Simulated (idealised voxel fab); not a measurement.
The name of this process module is voxel fin reveal.
In the cross-section labelled cut, the width is 295 nm and each square cell is 5 nm.
Cross-sections here: square-cell grids, written as top-down lists of bands, a band being one or more rows of cells. Each band's line starts with the height of the band's top and of its bottom, in nm. Then come its materials from left to right, each with its width in nm. One material with "full width" fills the band from edge to edge. "empty" is empty space. Heights are measured from 0, the level below which the as-received wafer is all one material; the lowest band has no bottom and continues downward, written as in "0..down". Width spec "30..40" -> top row of cells at first value, bottom row at second value, equal per-row change in between. "identical to before" means the step left every cell of the cross-section as it was. Closed empty spaces (no open way to the top) of 8 cells or more are what "Non-vented voids" lists, each as width x height at distance from the left edge, nm for all three. On each step's line, the part that comes after the settings is the simulator's own comment on the step. The optional step-line setting "overlay nm" applies to steps with a mask and quantifies how far to the right of its planned location the mask lay, a negative value indicating leftward placement.
-- Intended process steps
1. op RECEIVE | material Si
2. op CONFORMAL_DEP | material SiN | thk nm 10
3. op MASKED_ETCH | tone cover | mask id FINS | width nm 15 | pitch nm 45 | etch materials SiN | depth nm 10 | overlay nm 0
4. op MASKED_ETCH | tone cover | mask id FINS | width nm 15 | pitch nm 45 | etch materials Si | depth nm 40 | overlay nm 0
5. op OXIDIZE | depth nm 5
6. op FILL_DEP | material SiO2 | thk nm 15
7. op CMP | height nm 10
8. op SELECTIVE_ETCH | etch materials SiO2 | depth nm 25
9. op STRIP | etch materials SiN
-- The first of the two wafers, which ran as planned
-- Shown in cross-section is the wafer as received, that is, as it stands after step 1
    0..down: Si full width
    Non-vented voids: none
-- You're looking at a cross-section of the wafer after step 2
    10..0: SiN full width
    Nothing below the height 0 has changed.
-- You're looking at a cross-section of the wafer after step 3
    10..0: empty 115 nm / SiN 15 nm / empty 30 nm / SiN 15 nm / empty 120 nm
    Nothing below the height 0 has changed.
-- You're looking at a cross-section of the wafer after step 4
    10..0: empty 115 nm / SiN 15 nm / empty 30 nm / SiN 15 nm / empty 120 nm
    0..-40: empty 115 nm / Si 15 nm / empty 30 nm / Si 15 nm / empty 120 nm
    Nothing below the height -40 has changed.
-- You're looking at a cross-section of the wafer after step 5
    10..0: empty 115 nm / SiN 15 nm / empty 30 nm / SiN 15 nm / empty 120 nm
    0..-40: empty 115 nm / SiO2 5 nm / Si 5 nm / SiO2 5 nm / empty 30 nm / SiO2 5 nm / Si 5 nm / SiO2 5 nm / empty 120 nm
    -40..-45: SiO2 120 nm / Si 5 nm / SiO2 40 nm / Si 5 nm / SiO2 125 nm
    Nothing below the height -45 has changed.
-- You're looking at a cross-section of the wafer after step 6
    25..10: SiO2 full width
    10..0: SiO2 115 nm / SiN 15 nm / SiO2 30 nm / SiN 15 nm / SiO2 120 nm
    0..-45: SiO2 120 nm / Si 5 nm / SiO2 40 nm / Si 5 nm / SiO2 125 nm
    Nothing below the height -45 has changed.
-- You're looking at a cross-section of the wafer after step 7
    10..0: SiO2 115 nm / SiN 15 nm / SiO2 30 nm / SiN 15 nm / SiO2 120 nm
    Nothing below the height 0 has changed.
-- You're looking at a cross-section of the wafer after step 8
    10..0: empty 115 nm / SiN 15 nm / empty 30 nm / SiN 15 nm / empty 120 nm
    0..-15: empty 120 nm / Si 5 nm / empty 40 nm / Si 5 nm / empty 125 nm
    Nothing below the height -15 has changed.
-- You're looking at a cross-section of the wafer after step 9
    0..-15: empty 120 nm / Si 5 nm / empty 40 nm / Si 5 nm / empty 125 nm
    Nothing below the height -15 has changed.
-- The second wafer began exactly as the first did and followed the same plan, but one mistake was made while running it; through step 2 inclusive, the two wafers are identical
-- Second wafer: cross-section at the scheduled end of step 3
    10..0: empty 115 nm / SiN 20 nm / empty 25 nm / SiN 20 nm / empty 115 nm
    Nothing below the height 0 has changed.
-- Second wafer: cross-section at the scheduled end of step 4
    10..0: empty 115 nm / SiN 20 nm / empty 25 nm / SiN 20 nm / empty 115 nm
    0..-40: empty 115 nm / Si 20 nm / empty 25 nm / Si 20 nm / empty 115 nm
    Nothing below the height -40 has changed.
-- Second wafer: cross-section at the scheduled end of step 5
    10..0: empty 115 nm / SiN 20 nm / empty 25 nm / SiN 20 nm / empty 115 nm
    0..-40: empty 115 nm / SiO2 5 nm / Si 10 nm / SiO2 5 nm / empty 25 nm / SiO2 5 nm / Si 10 nm / SiO2 5 nm / empty 115 nm
    -40..-45: SiO2 120 nm / Si 10 nm / SiO2 35 nm / Si 10 nm / SiO2 120 nm
    Nothing below the height -45 has changed.
-- Second wafer: cross-section at the scheduled end of step 6
    25..10: SiO2 full width
    10..0: SiO2 115 nm / SiN 20 nm / SiO2 25 nm / SiN 20 nm / SiO2 115 nm
    0..-45: SiO2 120 nm / Si 10 nm / SiO2 35 nm / Si 10 nm / SiO2 120 nm
    Nothing below the height -45 has changed.
-- Second wafer: cross-section at the scheduled end of step 7
    10..0: SiO2 115 nm / SiN 20 nm / SiO2 25 nm / SiN 20 nm / SiO2 115 nm
    Nothing below the height 0 has changed.
-- Second wafer: cross-section at the scheduled end of step 8
    10..0: empty 115 nm / SiN 20 nm / empty 25 nm / SiN 20 nm / empty 115 nm
    0..-15: empty 120 nm / Si 10 nm / empty 35 nm / Si 10 nm / empty 120 nm
    Nothing below the height -15 has changed.
-- Second wafer: cross-section at the scheduled end of step 9
    0..-15: empty 120 nm / Si 10 nm / empty 35 nm / Si 10 nm / empty 120 nm
    Nothing below the height -15 has changed.
Where did the run depart from the plan? step 3 ran with different settings than intended, the actual operation and settings being op MASKED_ETCH | tone cover | mask id FINS | width nm 20 | pitch nm 45 | etch materials SiN | depth nm 10 | overlay nm 0
FYI, end of process, the second wafer has more or fewer cells of some materials than the first: Si +18 | SiO2 -12
